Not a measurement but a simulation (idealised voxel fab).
process module | voxel self aligned contacts
For reference, the cross-section in this document is cut, with width 205 nm and square cells of 5 nm.
Square cells in a grid make up a cross-section in this document, and the grid is given as bands, listed from the top down, each one or more rows of cells.
Quick guide to a band line: top height, bottom height (nm) up front; then every material left to right with its width in nm. Only one material and it's marked "edge to edge"? Then it fills the band edge to edge. And "empty" just means empty space.
Height reference: 0 = level under which incoming wafer is all one material. Lowest band: no bottom, runs on downward, e.g. "z 0 and below".
Top row gets the first number, bottom row gets the second, and each row in between changes by the same step: that is how a band width like "30 to 40" works.
Key: "nothing was modified" - step with no changed cell in the cross-section.
In the "Entrapped voids" entry, you get each enclosed empty space of 8 cells or more, one with no open way to the top, written width x height at distance, distance from the left edge, in nm.
On a step's line, text after the settings is the simulator commenting on that step.
"overlay nm" on a masked step: distance the mask lay right of its planned place, negative for left.

-- So here's the lineup of process steps we planned
| 1 | RECEIVE (material Si) |
| 2 | CONFORMAL_DEP (material SiO2; thk nm 5) |
| 3 | DIRECTIONAL_DEP (material polySi; thk nm 25) |
| 4 | DIRECTIONAL_DEP (material SiN; thk nm 20) |
| 5 | MASKED_ETCH (tone cover; mask id GATE; width nm 25; pitch nm 60; etch materials SiN; depth nm 20; overlay nm 0) |
| 6 | MASKED_ETCH (tone cover; mask id GATE; width nm 25; pitch nm 60; etch materials polySi; depth nm 25; overlay nm 0) |
| 7 | CONFORMAL_DEP (material SiN; thk nm 10) |
| 8 | DIRECTIONAL_ETCH (etch materials SiN; depth nm 10) |
| 9 | FILL_DEP (material SiO2; thk nm 10) |
| 10 | CMP (height nm 55) |
| 11 | DIRECTIONAL_DEP (material aC; thk nm 10) |
| 12 | PATTERN (tone open; mask id CONTACT; material resist; width nm 45; pitch nm 60; thk nm 30; overlay nm 0) |
| 13 | DIRECTIONAL_ETCH (etch materials aC; depth nm 10) |
| 14 | STRIP (etch materials resist) |
| 15 | DIRECTIONAL_ETCH (etch materials SiO2; depth nm 55) |
| 16 | STRIP (etch materials aC) |
| 17 | CONFORMAL_DEP (material TiN; thk nm 5) |
| 18 | FILL_DEP (material Ru; thk nm 5) |
| 19 | CMP (height nm 55) |
| 20 | CONFORMAL_DEP (material SiN; thk nm 5) |

-- Below: the first of two wafers, run as planned

-- Here's what the wafer looked like in cross-section when it arrived - that's after step 1
    z 0 and below | Si edge to edge
    Entrapped voids: none

-- Step 2 done - wafer cross-section
    z 5 to 0 | SiO2 edge to edge
    Below 0, the layers are the same as they were.

-- Step 3 done - wafer cross-section
    z 30 to 5 | polySi edge to edge
    Below 5, the layers are the same as they were.

-- Step 4 done - wafer cross-section
    z 50 to 30 | SiN edge to edge
    Below 30, the layers are the same as they were.

-- Step 5 done - wafer cross-section
    z 50 to 30 | 30 nm empty; 25 nm SiN; 35 nm empty; 25 nm SiN; 35 nm empty; 25 nm SiN; 30 nm empty
    Below 30, the layers are the same as they were.

-- Step 6 done - wafer cross-section
    z 50 to 30 | 30 nm empty; 25 nm SiN; 35 nm empty; 25 nm SiN; 35 nm empty; 25 nm SiN; 30 nm empty
    z 30 to 5 | 30 nm empty; 25 nm polySi; 35 nm empty; 25 nm polySi; 35 nm empty; 25 nm polySi; 30 nm empty
    Below 5, the layers are the same as they were.

-- Step 7 done - wafer cross-section
    z 60 to 30 | 20 nm empty; 45 nm SiN; 15 nm empty; 45 nm SiN; 15 nm empty; 45 nm SiN; 20 nm empty
    z 30 to 15 | 20 nm empty; 10 nm SiN; 25 nm polySi; 10 nm SiN; 15 nm empty; 10 nm SiN; 25 nm polySi; 10 nm SiN; 15 nm empty; 10 nm SiN; 25 nm polySi; 10 nm SiN; 20 nm empty
    z 15 to 5 | 30 nm SiN; 25 nm polySi; 35 nm SiN; 25 nm polySi; 35 nm SiN; 25 nm polySi; 30 nm SiN
    Below 5, the layers are the same as they were.

-- Step 8 done - wafer cross-section
    z 50 to 30 | 20 nm empty; 45 nm SiN; 15 nm empty; 45 nm SiN; 15 nm empty; 45 nm SiN; 20 nm empty
    z 30 to 5 | 20 nm empty; 10 nm SiN; 25 nm polySi; 10 nm SiN; 15 nm empty; 10 nm SiN; 25 nm polySi; 10 nm SiN; 15 nm empty; 10 nm SiN; 25 nm polySi; 10 nm SiN; 20 nm empty
    Below 5, the layers are the same as they were.

-- Step 9 done - wafer cross-section
    z 60 to 50 | SiO2 edge to edge
    z 50 to 30 | 20 nm SiO2; 45 nm SiN; 15 nm SiO2; 45 nm SiN; 15 nm SiO2; 45 nm SiN; 20 nm SiO2
    z 30 to 5 | 20 nm SiO2; 10 nm SiN; 25 nm polySi; 10 nm SiN; 15 nm SiO2; 10 nm SiN; 25 nm polySi; 10 nm SiN; 15 nm SiO2; 10 nm SiN; 25 nm polySi; 10 nm SiN; 20 nm SiO2
    Below 5, the layers are the same as they were.

-- Step 10 done - wafer cross-section
    z 55 to 50 | SiO2 edge to edge
    Below 50, the layers are the same as they were.

-- Step 11 done - wafer cross-section
    z 65 to 55 | aC edge to edge
    Below 55, the layers are the same as they were.

-- Step 12 done - wafer cross-section
    z 95 to 65 | 50 nm resist; 45 nm empty; 15 nm resist; 45 nm empty; 50 nm resist
    Below 65, the layers are the same as they were.

-- Step 13 done - wafer cross-section
    z 85 to 65 | 50 nm resist; 45 nm empty; 15 nm resist; 45 nm empty; 50 nm resist
    z 65 to 55 | 50 nm aC; 45 nm empty; 15 nm aC; 45 nm empty; 50 nm aC
    Below 55, the layers are the same as they were.

-- Step 14 done - wafer cross-section
    z 65 to 55 | 50 nm aC; 45 nm empty; 15 nm aC; 45 nm empty; 50 nm aC
    Below 55, the layers are the same as they were.

-- Step 15 done - wafer cross-section
    z 65 to 55 | 50 nm aC; 45 nm empty; 15 nm aC; 45 nm empty; 50 nm aC
    z 55 to 50 | 50 nm SiO2; 45 nm empty; 15 nm SiO2; 45 nm empty; 50 nm SiO2
    z 50 to 30 | 20 nm SiO2; 45 nm SiN; 15 nm empty; 45 nm SiN; 15 nm empty; 45 nm SiN; 20 nm SiO2
    z 30 to 5 | 20 nm SiO2; 10 nm SiN; 25 nm polySi; 10 nm SiN; 15 nm empty; 10 nm SiN; 25 nm polySi; 10 nm SiN; 15 nm empty; 10 nm SiN; 25 nm polySi; 10 nm SiN; 20 nm SiO2
    z 5 to 0 | 65 nm SiO2; 15 nm empty; 45 nm SiO2; 15 nm empty; 65 nm SiO2
    Below 0, the layers are the same as they were.

-- Step 16 done - wafer cross-section
    z 55 to 50 | 50 nm SiO2; 45 nm empty; 15 nm SiO2; 45 nm empty; 50 nm SiO2
    Below 50, the layers are the same as they were.

-- Step 17 done - wafer cross-section
    z 60 to 55 | 55 nm TiN; 35 nm empty; 25 nm TiN; 35 nm empty; 55 nm TiN
    z 55 to 50 | 50 nm SiO2; 20 nm TiN; 5 nm empty; 20 nm TiN; 15 nm SiO2; 20 nm TiN; 5 nm empty; 20 nm TiN; 50 nm SiO2
    z 50 to 30 | 20 nm SiO2; 45 nm SiN; 5 nm TiN; 5 nm empty; 5 nm TiN; 45 nm SiN; 5 nm TiN; 5 nm empty; 5 nm TiN; 45 nm SiN; 20 nm SiO2
    z 30 to 5 | 20 nm SiO2; 10 nm SiN; 25 nm polySi; 10 nm SiN; 5 nm TiN; 5 nm empty; 5 nm TiN; 10 nm SiN; 25 nm polySi; 10 nm SiN; 5 nm TiN; 5 nm empty; 5 nm TiN; 10 nm SiN; 25 nm polySi; 10 nm SiN; 20 nm SiO2
    z 5 to 0 | 65 nm SiO2; 15 nm TiN; 45 nm SiO2; 15 nm TiN; 65 nm SiO2
    Below 0, the layers are the same as they were.

-- Step 18 done - wafer cross-section
    z 65 to 60 | Ru edge to edge
    z 60 to 55 | 55 nm TiN; 35 nm Ru; 25 nm TiN; 35 nm Ru; 55 nm TiN
    z 55 to 50 | 50 nm SiO2; 20 nm TiN; 5 nm Ru; 20 nm TiN; 15 nm SiO2; 20 nm TiN; 5 nm Ru; 20 nm TiN; 50 nm SiO2
    z 50 to 30 | 20 nm SiO2; 45 nm SiN; 5 nm TiN; 5 nm Ru; 5 nm TiN; 45 nm SiN; 5 nm TiN; 5 nm Ru; 5 nm TiN; 45 nm SiN; 20 nm SiO2
    z 30 to 5 | 20 nm SiO2; 10 nm SiN; 25 nm polySi; 10 nm SiN; 5 nm TiN; 5 nm Ru; 5 nm TiN; 10 nm SiN; 25 nm polySi; 10 nm SiN; 5 nm TiN; 5 nm Ru; 5 nm TiN; 10 nm SiN; 25 nm polySi; 10 nm SiN; 20 nm SiO2
    Below 5, the layers are the same as they were.

-- Step 19 done - wafer cross-section
    z 55 to 50 | 50 nm SiO2; 20 nm TiN; 5 nm Ru; 20 nm TiN; 15 nm SiO2; 20 nm TiN; 5 nm Ru; 20 nm TiN; 50 nm SiO2
    Below 50, the layers are the same as they were.

-- Step 20 done - wafer cross-section
    z 60 to 55 | SiN edge to edge
    Below 55, the layers are the same as they were.

-- Second wafer, same starting conditions and recipe as the first, one mistake in executing it, nothing differs from the first up to and including step 11

-- Cross-section: second wafer, time at which step 12 was scheduled to end
    z 95 to 65 | 50 nm empty; 45 nm resist; 15 nm empty; 45 nm resist; 50 nm empty
    Below 65, the layers are the same as they were.

-- Cross-section: second wafer, time at which step 13 was scheduled to end
    z 85 to 65 | 50 nm empty; 45 nm resist; 15 nm empty; 45 nm resist; 50 nm empty
    z 65 to 55 | 50 nm empty; 45 nm aC; 15 nm empty; 45 nm aC; 50 nm empty
    Below 55, the layers are the same as they were.

-- Cross-section: second wafer, time at which step 14 was scheduled to end
    z 65 to 55 | 50 nm empty; 45 nm aC; 15 nm empty; 45 nm aC; 50 nm empty
    Below 55, the layers are the same as they were.

-- Cross-section: second wafer, time at which step 15 was scheduled to end
    z 65 to 55 | 50 nm empty; 45 nm aC; 15 nm empty; 45 nm aC; 50 nm empty
    z 55 to 50 | 50 nm empty; 45 nm SiO2; 15 nm empty; 45 nm SiO2; 50 nm empty
    z 50 to 30 | 20 nm empty; 45 nm SiN; 15 nm SiO2; 45 nm SiN; 15 nm SiO2; 45 nm SiN; 20 nm empty
    z 30 to 5 | 20 nm empty; 10 nm SiN; 25 nm polySi; 10 nm SiN; 15 nm SiO2; 10 nm SiN; 25 nm polySi; 10 nm SiN; 15 nm SiO2; 10 nm SiN; 25 nm polySi; 10 nm SiN; 20 nm empty
    z 5 to 0 | 20 nm empty; 165 nm SiO2; 20 nm empty
    Below 0, the layers are the same as they were.

-- Cross-section: second wafer, time at which step 16 was scheduled to end
    z 55 to 50 | 50 nm empty; 45 nm SiO2; 15 nm empty; 45 nm SiO2; 50 nm empty
    Below 50, the layers are the same as they were.

-- Cross-section: second wafer, time at which step 17 was scheduled to end
    z 60 to 55 | 45 nm empty; 55 nm TiN; 5 nm empty; 55 nm TiN; 45 nm empty
    z 55 to 50 | 15 nm empty; 35 nm TiN; 45 nm SiO2; 15 nm TiN; 45 nm SiO2; 35 nm TiN; 15 nm empty
    z 50 to 30 | 15 nm empty; 5 nm TiN; 45 nm SiN; 15 nm SiO2; 45 nm SiN; 15 nm SiO2; 45 nm SiN; 5 nm TiN; 15 nm empty
    z 30 to 5 | 15 nm empty; 5 nm TiN; 10 nm SiN; 25 nm polySi; 10 nm SiN; 15 nm SiO2; 10 nm SiN; 25 nm polySi; 10 nm SiN; 15 nm SiO2; 10 nm SiN; 25 nm polySi; 10 nm SiN; 5 nm TiN; 15 nm empty
    z 5 to 0 | 20 nm TiN; 165 nm SiO2; 20 nm TiN
    Below 0, the layers are the same as they were.

-- Cross-section: second wafer, time at which step 18 was scheduled to end
    z 65 to 60 | Ru edge to edge
    z 60 to 55 | 45 nm Ru; 55 nm TiN; 5 nm Ru; 55 nm TiN; 45 nm Ru
    z 55 to 50 | 15 nm Ru; 35 nm TiN; 45 nm SiO2; 15 nm TiN; 45 nm SiO2; 35 nm TiN; 15 nm Ru
    z 50 to 30 | 15 nm Ru; 5 nm TiN; 45 nm SiN; 15 nm SiO2; 45 nm SiN; 15 nm SiO2; 45 nm SiN; 5 nm TiN; 15 nm Ru
    z 30 to 5 | 15 nm Ru; 5 nm TiN; 10 nm SiN; 25 nm polySi; 10 nm SiN; 15 nm SiO2; 10 nm SiN; 25 nm polySi; 10 nm SiN; 15 nm SiO2; 10 nm SiN; 25 nm polySi; 10 nm SiN; 5 nm TiN; 15 nm Ru
    Below 5, the layers are the same as they were.

-- Cross-section: second wafer, time at which step 19 was scheduled to end
    z 55 to 50 | 15 nm Ru; 35 nm TiN; 45 nm SiO2; 15 nm TiN; 45 nm SiO2; 35 nm TiN; 15 nm Ru
    Below 50, the layers are the same as they were.

-- Cross-section: second wafer, time at which step 20 was scheduled to end
    z 60 to 55 | SiN edge to edge
    Below 55, the layers are the same as they were.
Deviation noted in wafer processing: rather than as planned, step 12 actually ran as PATTERN (tone cover; mask id CONTACT; material resist; width nm 45; pitch nm 60; thk nm 30; overlay nm 0)
FYI, end of process, the second wafer has more or fewer cells of some materials than the first: Ru +40 | SiO2 -25 | TiN -15
